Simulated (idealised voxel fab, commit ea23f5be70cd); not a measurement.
A process module follows: voxel self aligned vias.
The cross-section shown here is cut; it is 265 nm wide and divided into square cells measuring 5 nm on a side.
Format of a cross-section: grid, square cells. Given as bands. Order: top down. Band: one or more rows of cells. Quick guide to a band line: top height, bottom height (nm) up front; then every material left to right with its width in nm. Only one material and it's marked "everywhere"? Then it fills the band edge to edge. And "air" just means empty space. Heights are reckoned from 0. Under this level, the received wafer is all of one material. The bottommost band is open-ended downward, for example "from 0 down". The notation "30..40" denotes a width that varies across the rows of cells in the band, beginning at the first number in the top row, finishing at the second number in the bottom row, and changing by an identical amount from each row to the next. "all unchanged" for a step: no cell of the cross-section changed in that step. The entry "Trapped void list" lists the empty spaces that cover at least 8 cells and have no open path to the top. Each is written as width x height at distance, where the distance is measured from the left edge and all three values are in nm. Past the settings on a step's line: simulator remark, on that step. Regarding "overlay nm": on a step with a mask, it is the distance the mask lay to the right of its planned place; a negative value places it to the left.
Steps in the process plan:
| 1 | RECEIVE,material Si |
| 2 | CONFORMAL_DEP,material SiO2,thk nm 15 |
| 3 | CONFORMAL_DEP,material SiCN,thk nm 5 |
| 4 | DIRECTIONAL_DEP,material lowk,thk nm 25 |
| 5 | DIRECTIONAL_DEP,material aC,thk nm 15 |
| 6 | PATTERN,tone open,mask id LINES,material resist,width nm 20,pitch nm 60,thk nm 35,overlay nm 0 |
| 7 | DIRECTIONAL_ETCH,etch materials aC,depth nm 15 |
| 8 | STRIP,etch materials resist |
| 9 | DIRECTIONAL_ETCH,etch materials lowk,depth nm 25 |
| 10 | STRIP,etch materials aC |
| 11 | CONFORMAL_DEP,material TiN,thk nm 5 |
| 12 | FILL_DEP,material W,thk nm 5 |
| 13 | CMP,height nm 45 |
| 14 | SELECTIVE_ETCH,etch materials W Ru TiN,depth nm 10 |
| 15 | FILL_DEP,material SiN,thk nm 10 |
| 16 | CMP,height nm 45 |
| 17 | DIRECTIONAL_DEP,material lowk,thk nm 15 |
| 18 | DIRECTIONAL_DEP,material aC,thk nm 15 |
| 19 | PATTERN,tone open,mask id VIAS,material resist,width nm 30,pitch nm 60,thk nm 35,overlay nm 0 |
| 20 | DIRECTIONAL_ETCH,etch materials aC,depth nm 15 |
| 21 | STRIP,etch materials resist |
| 22 | DIRECTIONAL_ETCH,etch materials lowk,depth nm 15 |
| 23 | DIRECTIONAL_ETCH,etch materials SiN,depth nm 10 |
| 24 | STRIP,etch materials aC |
| 25 | CONFORMAL_DEP,material TiN,thk nm 5 |
| 26 | FILL_DEP,material W,thk nm 10 |
| 27 | CMP,height nm 60 |
| 28 | CONFORMAL_DEP,material SiN,thk nm 5 |
Step 1 complete: cross-section of the wafer as received:
- from 0 down = Si everywhere
- Trapped void list: none
The cross-section shown corresponds to the wafer at the conclusion of the module. The initial structure and the process plan are those presented above; however, one mistake occurred in executing the plan:
- from 65 to 60 = SiN everywhere
- from 60 to 50 = 55 lowk | 5 TiN | 20 W | 5 TiN | 30 lowk | 5 TiN | 20 W | 5 TiN | 30 lowk | 5 TiN | 20 W | 5 TiN | 60 lowk
- from 50 to 45 = 55 lowk | 30 TiN | 30 lowk | 30 TiN | 30 lowk | 30 TiN | 60 lowk
- from 45 to 40 = SiCN everywhere
- from 40 to 15 = lowk everywhere
- from 15 to 0 = SiO2 everywhere
- from 0 down = Si everywhere
- Trapped void list: none
Which mistake was made when the wafer was run? deviation from plan: step 4 and step 3 executed in one another's positions
